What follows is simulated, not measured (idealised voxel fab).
Name of the process module below: voxel gate over fins
cross-section cut | 285 nm wide | cells 5 nm
A cross-section in this document is a grid of square cells, and it is written down as bands, the top band listed before the ones below it; a band is made up of one or more rows of cells. Read a band's entry like this: the first values are the height of its top and the height of its bottom in nm, and what follows is the sequence of materials from left to right, each with its width in nm. Note that "blank" is empty space, and that a single material marked "all across" reaches across the band from edge to edge. Height reference: 0 = level under which incoming wafer is all one material. Lowest band: no bottom, runs on downward, e.g. "from 0 down". Think of "30->40" as a width that walks from the first number to the second as you go down the band, top row to bottom row, taking equal-sized steps from row to row. "no alteration" means the step left every cell of the cross-section as it was. For the entry "Tabulated closed voids", the listed items are empty spaces with no open way to the top whose size is 8 cells or more; each item follows the pattern width x height at distance, where distance is from the left edge and all three are in nm. Whatever follows a step's settings on its line is a remark the simulator itself makes about that step. The optional step-line setting "overlay nm" applies to steps with a mask and quantifies how far to the right of its planned location the mask lay, a negative value indicating leftward placement.

## Below is the list of planned process steps
step 1: RECEIVE [material Si]
step 2: CONFORMAL_DEP [material SiN] [thk nm 10]
step 3: MASKED_ETCH [tone cover] [mask id FINS] [width nm 15] [pitch nm 60] [etch materials SiN] [depth nm 10] [overlay nm 0]
step 4: MASKED_ETCH [tone cover] [mask id FINS] [width nm 15] [pitch nm 60] [etch materials Si] [depth nm 35] [overlay nm 0]
step 5: OXIDIZE [depth nm 5]
step 6: FILL_DEP [material SiO2] [thk nm 10]
step 7: CMP [height nm 10]
step 8: PATTERN [tone open] [mask id RAIL] [material resist] [width nm 15] [thk nm 20] [overlay nm 0]
step 9: DIRECTIONAL_ETCH [etch materials SiO2] [depth nm 40]
step 10: STRIP [etch materials resist]
step 11: CONFORMAL_DEP [material TiN] [thk nm 5]
step 12: FILL_DEP [material W] [thk nm 10]
step 13: CMP [height nm 10]
step 14: SELECTIVE_ETCH [etch materials W Ru TiN] [depth nm 35]
step 15: FILL_DEP [material SiO2] [thk nm 5]
step 16: CMP [height nm 10]
step 17: SELECTIVE_ETCH [etch materials SiO2] [depth nm 25]
step 18: STRIP [etch materials SiN]
step 19: CONFORMAL_DEP [material HfO2] [thk nm 5]
step 20: CONFORMAL_DEP [material TiN] [thk nm 5]
step 21: CONFORMAL_DEP [material TiAl] [thk nm 5]
step 22: CONFORMAL_DEP [material TiN] [thk nm 5]
step 23: FILL_DEP [material W] [thk nm 10]
step 24: CMP [height nm 25]
step 25: CONFORMAL_DEP [material SiCN] [thk nm 10]

## Concerning the first of two wafers, which was run in accordance with the plan

## Wafer at receipt (post step 1), cross-section
* from 0 down = Si all across
* Tabulated closed voids: none

## Cross-section: wafer state after step 2
* from 10 to 0 = SiN all across
* Anything lower than 0 is untouched.

## Cross-section: wafer state after step 3
* from 10 to 0 = 105 blank, then 15 SiN, then 45 blank, then 15 SiN, then 105 blank
* Anything lower than 0 is untouched.

## Cross-section: wafer state after step 4
* from 10 to 0 = 105 blank, then 15 SiN, then 45 blank, then 15 SiN, then 105 blank
* from 0 to -35 = 105 blank, then 15 Si, then 45 blank, then 15 Si, then 105 blank
* Anything lower than -35 is untouched.

## Cross-section: wafer state after step 5
* from 10 to 0 = 105 blank, then 15 SiN, then 45 blank, then 15 SiN, then 105 blank
* from 0 to -35 = 105 blank, then 5 SiO2, then 5 Si, then 5 SiO2, then 45 blank, then 5 SiO2, then 5 Si, then 5 SiO2, then 105 blank
* from -35 to -40 = 110 SiO2, then 5 Si, then 55 SiO2, then 5 Si, then 110 SiO2
* Anything lower than -40 is untouched.

## Cross-section: wafer state after step 6
* from 20 to 10 = SiO2 all across
* from 10 to 0 = 105 SiO2, then 15 SiN, then 45 SiO2, then 15 SiN, then 105 SiO2
* from 0 to -40 = 110 SiO2, then 5 Si, then 55 SiO2, then 5 Si, then 110 SiO2
* Anything lower than -40 is untouched.

## Cross-section: wafer state after step 7
* from 10 to 0 = 105 SiO2, then 15 SiN, then 45 SiO2, then 15 SiN, then 105 SiO2
* Anything lower than 0 is untouched.

## Cross-section: wafer state after step 8
* from 30 to 10 = 135 resist, then 15 blank, then 135 resist
* Anything lower than 10 is untouched.

## Cross-section: wafer state after step 9
* from 30 to 10 = 135 resist, then 15 blank, then 135 resist
* from 10 to 0 = 105 SiO2, then 15 SiN, then 15 SiO2, then 15 blank, then 15 SiO2, then 15 SiN, then 105 SiO2
* from 0 to -30 = 110 SiO2, then 5 Si, then 20 SiO2, then 15 blank, then 20 SiO2, then 5 Si, then 110 SiO2
* Anything lower than -30 is untouched.

## Cross-section: wafer state after step 10
* from 10 to 0 = 105 SiO2, then 15 SiN, then 15 SiO2, then 15 blank, then 15 SiO2, then 15 SiN, then 105 SiO2
* Anything lower than 0 is untouched.

## Cross-section: wafer state after step 11
* from 15 to 10 = 140 TiN, then 5 blank, then 140 TiN
* from 10 to 0 = 105 SiO2, then 15 SiN, then 15 SiO2, then 5 TiN, then 5 blank, then 5 TiN, then 15 SiO2, then 15 SiN, then 105 SiO2
* from 0 to -25 = 110 SiO2, then 5 Si, then 20 SiO2, then 5 TiN, then 5 blank, then 5 TiN, then 20 SiO2, then 5 Si, then 110 SiO2
* from -25 to -30 = 110 SiO2, then 5 Si, then 20 SiO2, then 15 TiN, then 20 SiO2, then 5 Si, then 110 SiO2
* Anything lower than -30 is untouched.

## Cross-section: wafer state after step 12
* from 25 to 15 = W all across
* from 15 to 10 = 140 TiN, then 5 W, then 140 TiN
* from 10 to 0 = 105 SiO2, then 15 SiN, then 15 SiO2, then 5 TiN, then 5 W, then 5 TiN, then 15 SiO2, then 15 SiN, then 105 SiO2
* from 0 to -25 = 110 SiO2, then 5 Si, then 20 SiO2, then 5 TiN, then 5 W, then 5 TiN, then 20 SiO2, then 5 Si, then 110 SiO2
* Anything lower than -25 is untouched.

## Cross-section: wafer state after step 13
* from 10 to 0 = 105 SiO2, then 15 SiN, then 15 SiO2, then 5 TiN, then 5 W, then 5 TiN, then 15 SiO2, then 15 SiN, then 105 SiO2
* Anything lower than 0 is untouched.

## Cross-section: wafer state after step 14
* from 10 to 0 = 105 SiO2, then 15 SiN, then 15 SiO2, then 15 blank, then 15 SiO2, then 15 SiN, then 105 SiO2
* from 0 to -25 = 110 SiO2, then 5 Si, then 20 SiO2, then 15 blank, then 20 SiO2, then 5 Si, then 110 SiO2
* Anything lower than -25 is untouched.

## Cross-section: wafer state after step 15
* from 15 to 10 = SiO2 all across
* from 10 to 0 = 105 SiO2, then 15 SiN, then 45 SiO2, then 15 SiN, then 105 SiO2
* from 0 to -25 = 110 SiO2, then 5 Si, then 55 SiO2, then 5 Si, then 110 SiO2
* Anything lower than -25 is untouched.

## Cross-section: wafer state after step 16
* from 10 to 0 = 105 SiO2, then 15 SiN, then 45 SiO2, then 15 SiN, then 105 SiO2
* Anything lower than 0 is untouched.

## Cross-section: wafer state after step 17
* from 10 to 0 = 105 blank, then 15 SiN, then 45 blank, then 15 SiN, then 105 blank
* from 0 to -15 = 110 blank, then 5 Si, then 55 blank, then 5 Si, then 110 blank
* Anything lower than -15 is untouched.

## Cross-section: wafer state after step 18
* from 0 to -15 = 110 blank, then 5 Si, then 55 blank, then 5 Si, then 110 blank
* Anything lower than -15 is untouched.

## Cross-section: wafer state after step 19
* from 5 to 0 = 105 blank, then 15 HfO2, then 45 blank, then 15 HfO2, then 105 blank
* from 0 to -10 = 105 blank, then 5 HfO2, then 5 Si, then 5 HfO2, then 45 blank, then 5 HfO2, then 5 Si, then 5 HfO2, then 105 blank
* from -10 to -15 = 110 HfO2, then 5 Si, then 55 HfO2, then 5 Si, then 110 HfO2
* Anything lower than -15 is untouched.

## Cross-section: wafer state after step 20
* from 10 to 5 = 100 blank, then 25 TiN, then 35 blank, then 25 TiN, then 100 blank
* from 5 to 0 = 100 blank, then 5 TiN, then 15 HfO2, then 5 TiN, then 35 blank, then 5 TiN, then 15 HfO2, then 5 TiN, then 100 blank
* from 0 to -5 = 100 blank, then 5 TiN, then 5 HfO2, then 5 Si, then 5 HfO2, then 5 TiN, then 35 blank, then 5 TiN, then 5 HfO2, then 5 Si, then 5 HfO2, then 5 TiN, then 100 blank
* from -5 to -10 = 105 TiN, then 5 HfO2, then 5 Si, then 5 HfO2, then 45 TiN, then 5 HfO2, then 5 Si, then 5 HfO2, then 105 TiN
* Anything lower than -10 is untouched.

## Cross-section: wafer state after step 21
* from 15 to 10 = 95 blank, then 35 TiAl, then 25 blank, then 35 TiAl, then 95 blank
* from 10 to 5 = 95 blank, then 5 TiAl, then 25 TiN, then 5 TiAl, then 25 blank, then 5 TiAl, then 25 TiN, then 5 TiAl, then 95 blank
* from 5 to 0 = 95 blank, then 5 TiAl, then 5 TiN, then 15 HfO2, then 5 TiN, then 5 TiAl, then 25 blank, then 5 TiAl, then 5 TiN, then 15 HfO2, then 5 TiN, then 5 TiAl, then 95 blank
* from 0 to -5 = 100 TiAl, then 5 TiN, then 5 HfO2, then 5 Si, then 5 HfO2, then 5 TiN, then 35 TiAl, then 5 TiN, then 5 HfO2, then 5 Si, then 5 HfO2, then 5 TiN, then 100 TiAl
* Anything lower than -5 is untouched.

## Cross-section: wafer state after step 22
* from 20 to 15 = 90 blank, then 45 TiN, then 15 blank, then 45 TiN, then 90 blank
* from 15 to 10 = 90 blank, then 5 TiN, then 35 TiAl, then 5 TiN, then 15 blank, then 5 TiN, then 35 TiAl, then 5 TiN, then 90 blank
* from 10 to 5 = 90 blank, then 5 TiN, then 5 TiAl, then 25 TiN, then 5 TiAl, then 5 TiN, then 15 blank, then 5 TiN, then 5 TiAl, then 25 TiN, then 5 TiAl, then 5 TiN, then 90 blank
* from 5 to 0 = 95 TiN, then 5 TiAl, then 5 TiN, then 15 HfO2, then 5 TiN, then 5 TiAl, then 25 TiN, then 5 TiAl, then 5 TiN, then 15 HfO2, then 5 TiN, then 5 TiAl, then 95 TiN
* Anything lower than 0 is untouched.

## Cross-section: wafer state after step 23
* from 30 to 20 = W all across
* from 20 to 15 = 90 W, then 45 TiN, then 15 W, then 45 TiN, then 90 W
* from 15 to 10 = 90 W, then 5 TiN, then 35 TiAl, then 5 TiN, then 15 W, then 5 TiN, then 35 TiAl, then 5 TiN, then 90 W
* from 10 to 5 = 90 W, then 5 TiN, then 5 TiAl, then 25 TiN, then 5 TiAl, then 5 TiN, then 15 W, then 5 TiN, then 5 TiAl, then 25 TiN, then 5 TiAl, then 5 TiN, then 90 W
* Anything lower than 5 is untouched.

## Cross-section: wafer state after step 24
* from 25 to 20 = W all across
* Anything lower than 20 is untouched.

## Cross-section: wafer state after step 25
* from 35 to 25 = SiCN all across
* Anything lower than 25 is untouched.

## Second wafer, same starting state and plan as the first, one mistake in the run, identical through step 10

## Cross-section of the second wafer at the time by which step 11 should have been completed according to the plan
* from 15 to 10 = 140 SiCN, then 5 blank, then 140 SiCN
* from 10 to 0 = 105 SiO2, then 15 SiN, then 15 SiO2, then 5 SiCN, then 5 blank, then 5 SiCN, then 15 SiO2, then 15 SiN, then 105 SiO2
* from 0 to -25 = 110 SiO2, then 5 Si, then 20 SiO2, then 5 SiCN, then 5 blank, then 5 SiCN, then 20 SiO2, then 5 Si, then 110 SiO2
* from -25 to -30 = 110 SiO2, then 5 Si, then 20 SiO2, then 15 SiCN, then 20 SiO2, then 5 Si, then 110 SiO2
* Anything lower than -30 is untouched.

## Cross-section of the second wafer at the time by which step 12 should have been completed according to the plan
* from 25 to 15 = W all across
* from 15 to 10 = 140 SiCN, then 5 W, then 140 SiCN
* from 10 to 0 = 105 SiO2, then 15 SiN, then 15 SiO2, then 5 SiCN, then 5 W, then 5 SiCN, then 15 SiO2, then 15 SiN, then 105 SiO2
* from 0 to -25 = 110 SiO2, then 5 Si, then 20 SiO2, then 5 SiCN, then 5 W, then 5 SiCN, then 20 SiO2, then 5 Si, then 110 SiO2
* Anything lower than -25 is untouched.

## Cross-section of the second wafer at the time by which step 13 should have been completed according to the plan
* from 10 to 0 = 105 SiO2, then 15 SiN, then 15 SiO2, then 5 SiCN, then 5 W, then 5 SiCN, then 15 SiO2, then 15 SiN, then 105 SiO2
* Anything lower than 0 is untouched.

## Cross-section of the second wafer at the time by which step 14 should have been completed according to the plan
* from 10 to 0 = 105 SiO2, then 15 SiN, then 15 SiO2, then 5 SiCN, then 5 blank, then 5 SiCN, then 15 SiO2, then 15 SiN, then 105 SiO2
* from 0 to -25 = 110 SiO2, then 5 Si, then 20 SiO2, then 5 SiCN, then 5 blank, then 5 SiCN, then 20 SiO2, then 5 Si, then 110 SiO2
* Anything lower than -25 is untouched.

## Cross-section of the second wafer at the time by which step 15 should have been completed according to the plan
* from 15 to 10 = SiO2 all across
* from 10 to 0 = 105 SiO2, then 15 SiN, then 15 SiO2, then 5 SiCN, then 5 SiO2, then 5 SiCN, then 15 SiO2, then 15 SiN, then 105 SiO2
* from 0 to -25 = 110 SiO2, then 5 Si, then 20 SiO2, then 5 SiCN, then 5 SiO2, then 5 SiCN, then 20 SiO2, then 5 Si, then 110 SiO2
* Anything lower than -25 is untouched.

## Cross-section of the second wafer at the time by which step 16 should have been completed according to the plan
* from 10 to 0 = 105 SiO2, then 15 SiN, then 15 SiO2, then 5 SiCN, then 5 SiO2, then 5 SiCN, then 15 SiO2, then 15 SiN, then 105 SiO2
* Anything lower than 0 is untouched.

## Cross-section of the second wafer at the time by which step 17 should have been completed according to the plan
* from 10 to 0 = 105 blank, then 15 SiN, then 15 blank, then 5 SiCN, then 5 blank, then 5 SiCN, then 15 blank, then 15 SiN, then 105 blank
* from 0 to -15 = 110 blank, then 5 Si, then 20 blank, then 5 SiCN, then 5 blank, then 5 SiCN, then 20 blank, then 5 Si, then 110 blank
* Anything lower than -15 is untouched.

## Cross-section of the second wafer at the time by which step 18 should have been completed according to the plan
* from 10 to 0 = 135 blank, then 5 SiCN, then 5 blank, then 5 SiCN, then 135 blank
* Anything lower than 0 is untouched.

## Cross-section of the second wafer at the time by which step 19 should have been completed according to the plan
* from 15 to 10 = 130 blank, then 25 HfO2, then 130 blank
* from 10 to 5 = 130 blank, then 5 HfO2, then 5 SiCN, then 5 HfO2, then 5 SiCN, then 5 HfO2, then 130 blank
* from 5 to 0 = 105 blank, then 15 HfO2, then 10 blank, then 5 HfO2, then 5 SiCN, then 5 HfO2, then 5 SiCN, then 5 HfO2, then 10 blank, then 15 HfO2, then 105 blank
* from 0 to -10 = 105 blank, then 5 HfO2, then 5 Si, then 5 HfO2, then 10 blank, then 5 HfO2, then 5 SiCN, then 5 HfO2, then 5 SiCN, then 5 HfO2, then 10 blank, then 5 HfO2, then 5 Si, then 5 HfO2, then 105 blank
* from -10 to -15 = 110 HfO2, then 5 Si, then 20 HfO2, then 5 SiCN, then 5 HfO2, then 5 SiCN, then 20 HfO2, then 5 Si, then 110 HfO2
* Anything lower than -15 is untouched.

## Cross-section of the second wafer at the time by which step 20 should have been completed according to the plan
* from 20 to 15 = 125 blank, then 35 TiN, then 125 blank
* from 15 to 10 = 125 blank, then 5 TiN, then 25 HfO2, then 5 TiN, then 125 blank
* from 10 to 5 = 100 blank, then 30 TiN, then 5 HfO2, then 5 SiCN, then 5 HfO2, then 5 SiCN, then 5 HfO2, then 30 TiN, then 100 blank
* from 5 to 0 = 100 blank, then 5 TiN, then 15 HfO2, then 10 TiN, then 5 HfO2, then 5 SiCN, then 5 HfO2, then 5 SiCN, then 5 HfO2, then 10 TiN, then 15 HfO2, then 5 TiN, then 100 blank
* from 0 to -5 = 100 blank, then 5 TiN, then 5 HfO2, then 5 Si, then 5 HfO2, then 10 TiN, then 5 HfO2, then 5 SiCN, then 5 HfO2, then 5 SiCN, then 5 HfO2, then 10 TiN, then 5 HfO2, then 5 Si, then 5 HfO2, then 5 TiN, then 100 blank
* from -5 to -10 = 105 TiN, then 5 HfO2, then 5 Si, then 5 HfO2, then 10 TiN, then 5 HfO2, then 5 SiCN, then 5 HfO2, then 5 SiCN, then 5 HfO2, then 10 TiN, then 5 HfO2, then 5 Si, then 5 HfO2, then 105 TiN
* Anything lower than -10 is untouched.

## Cross-section of the second wafer at the time by which step 21 should have been completed according to the plan
* from 25 to 20 = 120 blank, then 45 TiAl, then 120 blank
* from 20 to 15 = 120 blank, then 5 TiAl, then 35 TiN, then 5 TiAl, then 120 blank
* from 15 to 10 = 95 blank, then 30 TiAl, then 5 TiN, then 25 HfO2, then 5 TiN, then 30 TiAl, then 95 blank
* from 10 to 5 = 95 blank, then 5 TiAl, then 30 TiN, then 5 HfO2, then 5 SiCN, then 5 HfO2, then 5 SiCN, then 5 HfO2, then 30 TiN, then 5 TiAl, then 95 blank
* from 5 to 0 = 95 blank, then 5 TiAl, then 5 TiN, then 15 HfO2, then 10 TiN, then 5 HfO2, then 5 SiCN, then 5 HfO2, then 5 SiCN, then 5 HfO2, then 10 TiN, then 15 HfO2, then 5 TiN, then 5 TiAl, then 95 blank
* from 0 to -5 = 100 TiAl, then 5 TiN, then 5 HfO2, then 5 Si, then 5 HfO2, then 10 TiN, then 5 HfO2, then 5 SiCN, then 5 HfO2, then 5 SiCN, then 5 HfO2, then 10 TiN, then 5 HfO2, then 5 Si, then 5 HfO2, then 5 TiN, then 100 TiAl
* Anything lower than -5 is untouched.

## Cross-section of the second wafer at the time by which step 22 should have been completed according to the plan
* from 30 to 25 = 115 blank, then 55 TiN, then 115 blank
* from 25 to 20 = 115 blank, then 5 TiN, then 45 TiAl, then 5 TiN, then 115 blank
* from 20 to 15 = 90 blank, then 30 TiN, then 5 TiAl, then 35 TiN, then 5 TiAl, then 30 TiN, then 90 blank
* from 15 to 10 = 90 blank, then 5 TiN, then 30 TiAl, then 5 TiN, then 25 HfO2, then 5 TiN, then 30 TiAl, then 5 TiN, then 90 blank
* from 10 to 5 = 90 blank, then 5 TiN, then 5 TiAl, then 30 TiN, then 5 HfO2, then 5 SiCN, then 5 HfO2, then 5 SiCN, then 5 HfO2, then 30 TiN, then 5 TiAl, then 5 TiN, then 90 blank
* from 5 to 0 = 95 TiN, then 5 TiAl, then 5 TiN, then 15 HfO2, then 10 TiN, then 5 HfO2, then 5 SiCN, then 5 HfO2, then 5 SiCN, then 5 HfO2, then 10 TiN, then 15 HfO2, then 5 TiN, then 5 TiAl, then 95 TiN
* Anything lower than 0 is untouched.

## Cross-section of the second wafer at the time by which step 23 should have been completed according to the plan
* from 40 to 30 = W all across
* from 30 to 25 = 115 W, then 55 TiN, then 115 W
* from 25 to 20 = 115 W, then 5 TiN, then 45 TiAl, then 5 TiN, then 115 W
* from 20 to 15 = 90 W, then 30 TiN, then 5 TiAl, then 35 TiN, then 5 TiAl, then 30 TiN, then 90 W
* from 15 to 10 = 90 W, then 5 TiN, then 30 TiAl, then 5 TiN, then 25 HfO2, then 5 TiN, then 30 TiAl, then 5 TiN, then 90 W
* from 10 to 5 = 90 W, then 5 TiN, then 5 TiAl, then 30 TiN, then 5 HfO2, then 5 SiCN, then 5 HfO2, then 5 SiCN, then 5 HfO2, then 30 TiN, then 5 TiAl, then 5 TiN, then 90 W
* Anything lower than 5 is untouched.

## Cross-section of the second wafer at the time by which step 24 should have been completed according to the plan
* from 25 to 20 = 115 W, then 5 TiN, then 45 TiAl, then 5 TiN, then 115 W
* Anything lower than 20 is untouched.

## Cross-section of the second wafer at the time by which step 25 should have been completed according to the plan
* from 35 to 25 = SiCN all across
* Anything lower than 25 is untouched.
In executing the process, a mistake was made relative to the plan: rather than as planned, step 11 actually ran as CONFORMAL_DEP [material SiCN] [thk nm 5]
Final comparison by cell count, materials where the second wafer has more or fewer than the first: HfO2: 15 more; SiCN: 17 more; SiO2: 4 fewer; TiAl: 2 fewer; TiN: 6 fewer; W: 20 fewer
